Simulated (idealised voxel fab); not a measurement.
You're looking at the process module voxel transistor to metal.
Square cell edge 5 nm, section width 155 nm, ID cut.
When this document writes out a cross-section, it uses a grid of square cells and lists it as bands, beginning at the top and moving down, with a band standing for one or more rows of cells. Within each band entry, the heights of the top and of the bottom of the band appear first, in that order and in nm; the materials of the band then follow from left to right, each with its corresponding width in nm. The designation "full width" on a single material indicates that it fills the band from edge to edge; the designation "air" indicates empty space. For the purposes of this specification, 0 denotes the height below which the wafer in its as-received condition is composed wholly of one material, and the lowermost band, lacking a lower limit, extends downward without end, as expressed in "from 0 down". A two-number width, for instance "30..40", indicates that the width is equal to the first number in the top row of the band and to the second number in the bottom row, and that it changes by a constant amount per row of cells. Any step labelled "identical to before" changed none of the cells in the cross-section. Entry "Unvented cavities". Content: empty spaces with no open connection to the top, size 8 cells or greater. Each: width x height at distance. Distance: from left edge. Unit: nm. What comes after the settings on a step's line is commentary from the simulator itself on that step. Among the settings permitted on a step's line is "overlay nm"; applied to a step with a mask, it specifies the extent to which the mask lay to the right of its planned position, whereas a negative figure signifies a position to the left.

[These are the steps we planned for the process]
1) RECEIVE with material Si
2) OXIDIZE with depth nm 5
3) CONFORMAL_DEP with material SiN, thk nm 15
4) MASKED_ETCH with tone cover, mask id ACTIVE, width nm 95, etch materials SiN, depth nm 15, overlay nm 0
5) MASKED_ETCH with tone cover, mask id ACTIVE, width nm 95, etch materials SiO2, depth nm 5, overlay nm 0
6) MASKED_ETCH with tone cover, mask id ACTIVE, width nm 95, etch materials Si, depth nm 25, overlay nm 0
7) OXIDIZE with depth nm 5
8) FILL_DEP with material SiO2, thk nm 5
9) CMP with height nm 15
10) SELECTIVE_ETCH with etch materials SiO2, depth nm 10
11) STRIP with etch materials SiN
12) SELECTIVE_ETCH with etch materials SiO2, depth nm 5
13) OXIDIZE with depth nm 5
14) DIRECTIONAL_DEP with material polySi, thk nm 20
15) DIRECTIONAL_DEP with material SiCN, thk nm 10
16) MASKED_ETCH with tone cover, mask id GATE, width nm 15, etch materials SiCN, depth nm 20, overlay nm 0
17) MASKED_ETCH with tone cover, mask id GATE, width nm 15, etch materials polySi, depth nm 30, overlay nm 0
18) CONFORMAL_DEP with material SiO2, thk nm 5
19) DIRECTIONAL_ETCH with etch materials SiO2, depth nm 5
20) CONFORMAL_DEP with material SiN, thk nm 10
21) DIRECTIONAL_ETCH with etch materials SiN, depth nm 10
22) DIRECTIONAL_ETCH with etch materials SiO2, depth nm 5
23) DIRECTIONAL_ETCH with etch materials Si, depth nm 15
24) EPI with material pSi, thk nm 20
25) FILL_DEP with material SiO2, thk nm 10
26) CMP with height nm 25
27) DIRECTIONAL_DEP with material SiO2, thk nm 15
28) PATTERN with tone open, mask id CONTACT, material resist, width nm 20, pitch nm 65, thk nm 15, overlay nm 0
29) DIRECTIONAL_ETCH with etch materials SiO2, depth nm 30
30) STRIP with etch materials resist
31) CONFORMAL_DEP with material TiN, thk nm 5
32) FILL_DEP with material W, thk nm 5
33) CMP with height nm 40
34) DIRECTIONAL_DEP with material TiN, thk nm 5
35) DIRECTIONAL_DEP with material Ru, thk nm 25
36) PATTERN with tone cover, mask id METAL_1, material resist, width nm 20, pitch nm 65, thk nm 15, overlay nm 0
37) DIRECTIONAL_ETCH with etch materials Ru, depth nm 25
38) DIRECTIONAL_ETCH with etch materials TiN, depth nm 5
39) STRIP with etch materials resist
40) FILL_DEP with material lowk, thk nm 10
41) CMP with height nm 70
42) CONFORMAL_DEP with material SiCN, thk nm 5
43) DIRECTIONAL_DEP with material SiO2, thk nm 35
44) MASKED_ETCH with tone open, mask id METAL_2_HOLES, width nm 15, pitch nm 65, etch materials SiO2, depth nm 35, overlay nm 0
45) PATTERN with tone open, mask id METAL_2, material resist, width nm 20, pitch nm 65, thk nm 20, overlay nm 0
46) DIRECTIONAL_ETCH with etch materials SiO2, depth nm 20
47) DIRECTIONAL_ETCH with etch materials SiCN, depth nm 5
48) STRIP with etch materials resist
49) CONFORMAL_DEP with material TiN, thk nm 5
50) FILL_DEP with material Ru, thk nm 5
51) CMP with height nm 110
52) CONFORMAL_DEP with material SiCN, thk nm 5
Split variable: width nm, step 17. Plan value = first wafer. Wafers start alike.

[First wafer of several, as received: cross-section after step 1]
* from 0 down = Si full width
* Unvented cavities: none

[Per-wafer rows below. For each material: cells gained (+) or lost (-) since the wafer was received, as of end of module. Then: closed voids]
width nm 15 | +60 Ru | -150 Si | +62 SiCN | +28 SiN | +421 SiO2 | +72 TiN | +20 W | +138 lowk | +50 pSi | +12 polySi | Unvented cavities: none
width nm 20 | +60 Ru | -147 Si | +62 SiCN | +28 SiN | +422 SiO2 | +72 TiN | +19 W | +138 lowk | +43 pSi | +16 polySi | Unvented cavities: none
width nm 25 | +60 Ru | -144 Si | +62 SiCN | +28 SiN | +423 SiO2 | +72 TiN | +18 W | +138 lowk | +36 pSi | +20 polySi | Unvented cavities: none
width nm 30 | +60 Ru | -141 Si | +62 SiCN | +28 SiN | +424 SiO2 | +72 TiN | +17 W | +138 lowk | +29 pSi | +24 polySi | Unvented cavities: none
